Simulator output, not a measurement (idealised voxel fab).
The name of this process module is voxel transistor to metal.
We display cut, a cross-section 205 nm in width whose square cells are each 5 nm.
How to read a cross-section here: the picture is a grid of square cells, written as bands going from the top down, and any band can span one or more rows of cells. It is stipulated that each band's entry specify, in nanometres, the height of the top of the band and then that of its bottom, followed by the materials of the band in left-to-right sequence, each together with its width in nanometres. A single material marked by the word "full width" is understood to fill the band from edge to edge; the word "blank" is understood to denote empty space. Measure heights from 0. That's the level where, below it, the as-received wafer is all one material. The lowest band is bottomless and extends downward; write it as in "0 down". Top row gets the first number, bottom row gets the second, and each row in between changes by the same step: that is how a band width like "30->40" works. Any step labelled "stayed the same" changed none of the cells in the cross-section. Listed in "Fully enclosed voids": every empty space of 8 or more cells without an open way to the top. Form: width x height at distance, the distance being from the left edge, all in nm. Past the settings on a step's line: simulator remark, on that step. Among the settings permitted on a step's line is "overlay nm"; applied to a step with a mask, it specifies the extent to which the mask lay to the right of its planned position, whereas a negative figure signifies a position to the left.

[These are the steps we planned for the process]
- 1: RECEIVE: material Si
- 2: CONFORMAL_DEP: material SiO2, thk nm 5
- 3: CONFORMAL_DEP: material SiN, thk nm 15
- 4: MASKED_ETCH: tone cover, mask id ACTIVE, width nm 105, etch materials SiN, depth nm 15, overlay nm 0
- 5: MASKED_ETCH: tone cover, mask id ACTIVE, width nm 105, etch materials SiO2, depth nm 5, overlay nm 0
- 6: MASKED_ETCH: tone cover, mask id ACTIVE, width nm 105, etch materials Si, depth nm 35, overlay nm 0
- 7: FILL_DEP: material SiO2, thk nm 15
- 8: CMP: height nm 20
- 9: SELECTIVE_ETCH: etch materials SiO2, depth nm 5
- 10: STRIP: etch materials SiN
- 11: SELECTIVE_ETCH: etch materials SiO2, depth nm 5
- 12: OXIDIZE: depth nm 5
- 13: DIRECTIONAL_DEP: material polySi, thk nm 20
- 14: DIRECTIONAL_DEP: material SiCN, thk nm 15
- 15: DIRECTIONAL_DEP: material aC, thk nm 10
- 16: PATTERN: tone cover, mask id GATE, material resist, width nm 15, thk nm 30, overlay nm 0
- 17: DIRECTIONAL_ETCH: etch materials aC, depth nm 10
- 18: STRIP: etch materials resist
- 19: DIRECTIONAL_ETCH: etch materials SiCN, depth nm 25
- 20: DIRECTIONAL_ETCH: etch materials polySi, depth nm 30
- 21: STRIP: etch materials aC
- 22: CONFORMAL_DEP: material SiO2, thk nm 5
- 23: DIRECTIONAL_ETCH: etch materials SiO2, depth nm 5
- 24: CONFORMAL_DEP: material SiN, thk nm 5
- 25: DIRECTIONAL_ETCH: etch materials SiN, depth nm 5
- 26: DIRECTIONAL_ETCH: etch materials SiO2, depth nm 5
- 27: DIRECTIONAL_ETCH: etch materials Si, depth nm 15
- 28: EPI: material nSi, thk nm 15
- 29: FILL_DEP: material SiO2, thk nm 5
- 30: CMP: height nm 35
- 31: DIRECTIONAL_DEP: material SiO2, thk nm 15
- 32: DIRECTIONAL_DEP: material aC, thk nm 15
- 33: PATTERN: tone open, mask id CONTACT, material resist, width nm 35, pitch nm 60, thk nm 30, overlay nm 0
- 34: DIRECTIONAL_ETCH: etch materials aC, depth nm 15
- 35: STRIP: etch materials resist
- 36: DIRECTIONAL_ETCH: etch materials SiO2, depth nm 40
- 37: STRIP: etch materials aC
- 38: CONFORMAL_DEP: material TiN, thk nm 5
- 39: FILL_DEP: material Ru, thk nm 10
- 40: CMP: height nm 50
- 41: DIRECTIONAL_DEP: material TiN, thk nm 5
- 42: DIRECTIONAL_DEP: material W, thk nm 15
- 43: PATTERN: tone cover, mask id METAL_1, material resist, width nm 20, pitch nm 75, thk nm 15, overlay nm 0
- 44: DIRECTIONAL_ETCH: etch materials W, depth nm 15
- 45: DIRECTIONAL_ETCH: etch materials TiN, depth nm 5
- 46: STRIP: etch materials resist
- 47: FILL_DEP: material lowk, thk nm 5
- 48: CMP: height nm 70
- 49: CONFORMAL_DEP: material SiN, thk nm 5

[Incoming wafer, cross-sectional view, post step 1]
0 down = Si full width
Fully enclosed voids: none

[Here's the cross-section of the first of our two wafers at the end of the module - it ran as planned]
75 to 70 = SiN full width
70 to 55 = lowk (55) / W (20) / lowk (55) / W (20) / lowk (55)
55 to 50 = lowk (55) / TiN (20) / lowk (55) / TiN (20) / lowk (55)
50 to 40 = SiO2 (55) / TiN (5) / Ru (25) / TiN (5) / SiO2 (25) / TiN (5) / Ru (25) / TiN (5) / SiO2 (55)
40 to 35 = SiO2 (55) / TiN (5) / Ru (20) / TiN (10) / SiO2 (25) / TiN (10) / Ru (20) / TiN (5) / SiO2 (55)
35 to 20 = SiO2 (55) / TiN (5) / Ru (20) / TiN (5) / SiN (5) / SiO2 (5) / SiCN (15) / SiO2 (5) / SiN (5) / TiN (5) / Ru (20) / TiN (5) / SiO2 (55)
20 to 15 = SiO2 (55) / TiN (5) / Ru (20) / TiN (5) / SiN (5) / SiO2 (5) / polySi (15) / SiO2 (5) / SiN (5) / TiN (5) / Ru (20) / TiN (5) / SiO2 (55)
15 to 10 = SiO2 (55) / TiN (30) / SiN (5) / SiO2 (5) / polySi (15) / SiO2 (5) / SiN (5) / TiN (30) / SiO2 (55)
10 to 0 = SiO2 (50) / SiN (5) / nSi (30) / SiN (5) / SiO2 (5) / polySi (15) / SiO2 (5) / SiN (5) / nSi (30) / SiN (5) / SiO2 (50)
0 to -5 = SiO2 (55) / nSi (30) / SiO2 (35) / nSi (30) / SiO2 (55)
-5 to -20 = SiO2 (50) / Si (5) / nSi (30) / Si (35) / nSi (30) / Si (5) / SiO2 (50)
-20 to -35 = SiO2 (50) / Si (105) / SiO2 (50)
-35 down = Si full width
Fully enclosed voids: none

[second wafer at the end: like start, like plan, one mistake]
75 to 70 = SiN full width
70 to 55 = W (55) / lowk (20) / W (55) / lowk (20) / W (55)
55 to 50 = TiN (55) / lowk (20) / TiN (55) / lowk (20) / TiN (55)
50 to 40 = SiO2 (55) / TiN (5) / Ru (25) / TiN (5) / SiO2 (25) / TiN (5) / Ru (25) / TiN (5) / SiO2 (55)
40 to 35 = SiO2 (55) / TiN (5) / Ru (20) / TiN (10) / SiO2 (25) / TiN (10) / Ru (20) / TiN (5) / SiO2 (55)
35 to 20 = SiO2 (55) / TiN (5) / Ru (20) / TiN (5) / SiN (5) / SiO2 (5) / SiCN (15) / SiO2 (5) / SiN (5) / TiN (5) / Ru (20) / TiN (5) / SiO2 (55)
20 to 15 = SiO2 (55) / TiN (5) / Ru (20) / TiN (5) / SiN (5) / SiO2 (5) / polySi (15) / SiO2 (5) / SiN (5) / TiN (5) / Ru (20) / TiN (5) / SiO2 (55)
15 to 10 = SiO2 (55) / TiN (30) / SiN (5) / SiO2 (5) / polySi (15) / SiO2 (5) / SiN (5) / TiN (30) / SiO2 (55)
10 to 0 = SiO2 (50) / SiN (5) / nSi (30) / SiN (5) / SiO2 (5) / polySi (15) / SiO2 (5) / SiN (5) / nSi (30) / SiN (5) / SiO2 (50)
0 to -5 = SiO2 (55) / nSi (30) / SiO2 (35) / nSi (30) / SiO2 (55)
-5 to -20 = SiO2 (50) / Si (5) / nSi (30) / Si (35) / nSi (30) / Si (5) / SiO2 (50)
-20 to -35 = SiO2 (50) / Si (105) / SiO2 (50)
-35 down = Si full width
Fully enclosed voids: none
what went wrong: the process deviated at step 43: the operation and settings actually run there were PATTERN: tone open, mask id METAL_1, material resist, width nm 20, pitch nm 75, thk nm 15, overlay nm 0
Once processing is complete, comparing cell counts shows that the second wafer has more or fewer of certain materials than the first: +25 TiN, +75 W, -100 lowk
